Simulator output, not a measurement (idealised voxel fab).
Process module in this document: voxel self aligned contacts
Square cell edge 5 nm, section width 300 nm, ID cut.
Think of the cross-section as a grid of square cells. We describe it in bands, top to bottom, and each band covers one or more rows of those cells. Heights first: top, then bottom, in nm. Then materials, left to right, each with a width in nm. "full width" on a single material: fills the band edge to edge. "empty": empty space. Height is counted from the level 0, under which the received wafer is composed throughout of one material. The lowest of the bands is not closed at the bottom but continues downward, in the notation "0 nm and below". Width spec "30->40" -> top row of cells at first value, bottom row at second value, equal per-row change in between. Given "changes: none" for a step, no cell of the cross-section differs between before and after that step. The list in "Unvented voids" covers empty spaces of 8 cells or more that cannot reach the top through any open way, and it gives each as width x height at distance; the distance is from the left edge, and width, height and distance are in nm. Where a step's line continues beyond its settings, the continuation is a remark by the simulator itself on that step. overlay nm: where the mask lay relative to plan, measured to the right, on steps with a mask; negatives go left.

List of planned process steps
- 1: RECEIVE [material Si]
- 2: CONFORMAL_DEP [material SiO2] [thk nm 5]
- 3: DIRECTIONAL_DEP [material polySi] [thk nm 20]
- 4: DIRECTIONAL_DEP [material SiN] [thk nm 25]
- 5: MASKED_ETCH [tone cover] [mask id GATE] [width nm 30] [pitch nm 75] [etch materials SiN] [depth nm 25] [overlay nm 0]
- 6: MASKED_ETCH [tone cover] [mask id GATE] [width nm 30] [pitch nm 75] [etch materials polySi] [depth nm 20] [overlay nm 0]
- 7: CONFORMAL_DEP [material SiN] [thk nm 10]
- 8: DIRECTIONAL_ETCH [etch materials SiN] [depth nm 10]
- 9: FILL_DEP [material SiO2] [thk nm 15]
- 10: CMP [height nm 60]
- 11: DIRECTIONAL_DEP [material aC] [thk nm 15]
- 12: PATTERN [tone open] [mask id CONTACT] [material resist] [width nm 55] [thk nm 30] [overlay nm 0]
- 13: DIRECTIONAL_ETCH [etch materials aC] [depth nm 15]
- 14: STRIP [etch materials resist]
- 15: DIRECTIONAL_ETCH [etch materials SiO2] [depth nm 60]
- 16: STRIP [etch materials aC]
- 17: CONFORMAL_DEP [material TiN] [thk nm 5]
- 18: FILL_DEP [material W] [thk nm 10]
- 19: CMP [height nm 60]
- 20: CONFORMAL_DEP [material SiN] [thk nm 5]

Incoming wafer in cross-section (state: after step 1)
0 nm and below = Si full width
Unvented voids: none

The first of the two wafers as seen in cross-section once the module was finished; processing followed the plan
65 nm to 60 nm = SiN full width
60 nm to 50 nm = 120 SiO2, 5->20 TiN, 45->15 W, 5->20 TiN, 125 SiO2
50 nm to 25 nm = 85 SiO2, 50 SiN, 5 TiN, 15 W, 5 TiN, 50 SiN, 90 SiO2
25 nm to 5 nm = 85 SiO2, 10 SiN, 30 polySi, 10 SiN, 5 TiN, 15 W, 5 TiN, 10 SiN, 30 polySi, 10 SiN, 90 SiO2
5 nm to 0 nm = 135 SiO2, 25 TiN, 140 SiO2
0 nm and below = Si full width
Unvented voids: none

This cross-section belongs to the second wafer of two at the end of the module; the start and the plan were shared with the first, and the run included one mistake
65 nm to 60 nm = SiN full width
60 nm to 50 nm = 115->80 W, 5->40 TiN, 55 SiO2, 5->40 TiN, 120->85 W
50 nm to 25 nm = 80 W, 5 TiN, 50 SiN, 25 SiO2, 50 SiN, 5 TiN, 85 W
25 nm to 5 nm = 80 W, 5 TiN, 10 SiN, 30 polySi, 10 SiN, 25 SiO2, 10 SiN, 30 polySi, 10 SiN, 5 TiN, 85 W
5 nm to 0 nm = 85 TiN, 125 SiO2, 90 TiN
0 nm and below = Si full width
Unvented voids: none
In executing the process, a mistake was made relative to the plan: contrary to plan, step 12 was performed as PATTERN [tone cover] [mask id CONTACT] [material resist] [width nm 55] [thk nm 30] [overlay nm 0]
Bottom line after processing is that, in cells, the second wafer is up or down on some materials versus the first: SiO2 -376; TiN +38; W +338
